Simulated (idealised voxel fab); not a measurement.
process module | voxel gate over fins
cross-section cut | 240 nm wide | cells 5 nm
A cross-section is a grid of square cells, given in bands from the top down. A band is one or more rows of cells.
Each band's line starts with the height of the band's top and of its bottom, in nm. Then come its materials from left to right, each with its width in nm. One material with "throughout" fills the band from edge to edge. "air" is empty space.
Height 0 is the level under which the wafer as received is all one material. The lowest band goes on downwards, as in "0 down".
A width such as "30 to 40" changes by the same amount from each row of cells to the next, from the band's top row to its bottom row.
"no change" after a step means that no cell of the cross-section changed.
closed voids: empty space of 8 cells or more with no open way to the top, each as width x height at its distance from the left edge, in nm
after a step's settings: what the simulator itself notes on the step
overlay nm, on a step with a mask: how far to the right of its planned place the mask lay; to the left if negative
plan
1 op RECEIVE | material Si
2 op CONFORMAL_DEP | material SiN | thk nm 5
3 op MASKED_ETCH | tone cover | mask id FINS | width nm 15 | pitch nm 40 | etch materials SiN | depth nm 5 | overlay nm 0
4 op MASKED_ETCH | tone cover | mask id FINS | width nm 15 | pitch nm 40 | etch materials Si | depth nm 40 | overlay nm 0
5 op OXIDIZE | depth nm 5
6 op FILL_DEP | material SiO2 | thk nm 15
7 op CMP | height nm 5
8 op SELECTIVE_ETCH | etch materials SiO2 | depth nm 15
9 op STRIP | etch materials SiN
10 op CONFORMAL_DEP | material HfO2 | thk nm 5
11 op CONFORMAL_DEP | material TiN | thk nm 5
12 op FILL_DEP | material W | thk nm 10
13 op CMP | height nm 15
14 op CONFORMAL_DEP | material SiCN | thk nm 5
varied across the wafers: width nm of step 3. The plan shows the first wafer's value. All wafers start alike
first wafer as received, after step 1
  0 down: Si throughout
  closed voids: none
each wafer at the end: cells of each material gained (+) or lost (-) since it was received, then its closed voids
width nm 15 | +64 HfO2 | -396 Si | +48 SiCN | +308 SiO2 | +64 TiN | +104 W | closed voids: none
width nm 20 | +64 HfO2 | -360 Si | +48 SiCN | +280 SiO2 | +64 TiN | +96 W | closed voids: none
width nm 25 | +64 HfO2 | -324 Si | +48 SiCN | +252 SiO2 | +64 TiN | +88 W | closed voids: none
